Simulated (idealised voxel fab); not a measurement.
Proc. module: voxel ribs on slabs
Cross-sectional view cut (width: 190 nm; square cell size: 5 nm).
Cross-section spec: square-cell grid; bands listed top down; each band is one or more rows. It is stipulated that each band's entry specify, in nanometres, the height of the top of the band and then that of its bottom, followed by the materials of the band in left-to-right sequence, each together with its width in nanometres. A single material marked by the word "edge to edge" is understood to fill the band from edge to edge; the word "empty" is understood to denote empty space. Convention: height 0 is the level below which the wafer, as received, is all one material. The lowest band does not terminate at the bottom but continues downward, represented as "0 nm and below". Think of "30..40" as a width that walks from the first number to the second as you go down the band, top row to bottom row, taking equal-sized steps from row to row. Where a step carries "no alterations made", the cross-section came out of it unchanged, cell for cell. For the entry "Non-vented voids", the listed items are empty spaces with no open way to the top whose size is 8 cells or more; each item follows the pattern width x height at distance, where distance is from the left edge and all three are in nm. Past the settings on a step's line: simulator remark, on that step. For masked steps, "overlay nm" on the step line gives how far right of plan the mask actually lay; a minus sign means it lay to the left.
### Process steps (planned)
| 1 | op RECEIVE | material Si |
| 2 | op DIRECTIONAL_DEP | material SiO2 | thk nm 30 |
| 3 | op DIRECTIONAL_DEP | material polySi | thk nm 15 |
| 4 | op MASKED_ETCH | tone cover | mask id RIB | width nm 25 | etch materials polySi | depth nm 10 | overlay nm 0 |
| 5 | op MASKED_ETCH | tone cover | mask id SLAB | width nm 65 | etch materials polySi | depth nm 5 | overlay nm 0 |
| 6 | op FILL_DEP | material SiO2 | thk nm 15 |
| 7 | op CMP | height nm 55 |
| 8 | op DIRECTIONAL_DEP | material TiN | thk nm 10 |
| 9 | op PATTERN | tone cover | mask id HEATER | material resist | width nm 35 | thk nm 15 | overlay nm 0 |
| 10 | op DIRECTIONAL_ETCH | etch materials TiN | depth nm 10 |
| 11 | op STRIP | etch materials resist |
| 12 | op CONFORMAL_DEP | material SiN | thk nm 10 |
### First wafer, two in total, run as planned
### Incoming wafer in cross-section (state: after step 1)
	0 nm and below | Si edge to edge
	Non-vented voids: none
### Cross-section: wafer state after step 2
	30 nm to 0 nm | SiO2 edge to edge
	At heights below 0, the structure remains unaltered.
### Cross-section: wafer state after step 3
	45 nm to 30 nm | polySi edge to edge
	At heights below 30, the structure remains unaltered.
### Cross-section: wafer state after step 4
	45 nm to 35 nm | 80 empty; 25 polySi; 85 empty
	At heights below 35, the structure remains unaltered.
### Cross-section: wafer state after step 5
	45 nm to 35 nm | 80 empty; 25 polySi; 85 empty
	35 nm to 30 nm | 60 empty; 65 polySi; 65 empty
	At heights below 30, the structure remains unaltered.
### Cross-section: wafer state after step 6
	60 nm to 45 nm | SiO2 edge to edge
	45 nm to 35 nm | 80 SiO2; 25 polySi; 85 SiO2
	35 nm to 30 nm | 60 SiO2; 65 polySi; 65 SiO2
	At heights below 30, the structure remains unaltered.
### Cross-section: wafer state after step 7
	55 nm to 45 nm | SiO2 edge to edge
	At heights below 45, the structure remains unaltered.
### Cross-section: wafer state after step 8
	65 nm to 55 nm | TiN edge to edge
	At heights below 55, the structure remains unaltered.
### Cross-section: wafer state after step 9
	80 nm to 65 nm | 75 empty; 35 resist; 80 empty
	At heights below 65, the structure remains unaltered.
### Cross-section: wafer state after step 10
	80 nm to 65 nm | 75 empty; 35 resist; 80 empty
	65 nm to 55 nm | 75 empty; 35 TiN; 80 empty
	At heights below 55, the structure remains unaltered.
### Cross-section: wafer state after step 11
	65 nm to 55 nm | 75 empty; 35 TiN; 80 empty
	At heights below 55, the structure remains unaltered.
### Cross-section: wafer state after step 12
	75 nm to 65 nm | 65 empty; 55 SiN; 70 empty
	65 nm to 55 nm | 75 SiN; 35 TiN; 80 SiN
	At heights below 55, the structure remains unaltered.
### It is to be noted that the second wafer proceeded from the same initial state and according to the same plan as the first, although one mistake was committed in its execution; through step 11, inclusive, the two wafers share an identical history
### Second wafer, cross-section, planned end of step 12
	75 nm to 65 nm | 65 empty; 55 TiN; 70 empty
	65 nm to 55 nm | TiN edge to edge
	At heights below 55, the structure remains unaltered.
Error vs. plan: the process deviated at step 12: the operation and settings actually run there were op CONFORMAL_DEP | material TiN | thk nm 10
It is noted that, at the conclusion of processing, the second wafer exhibits a higher or lower cell count for certain materials relative to the first: -84 SiN, +84 TiN
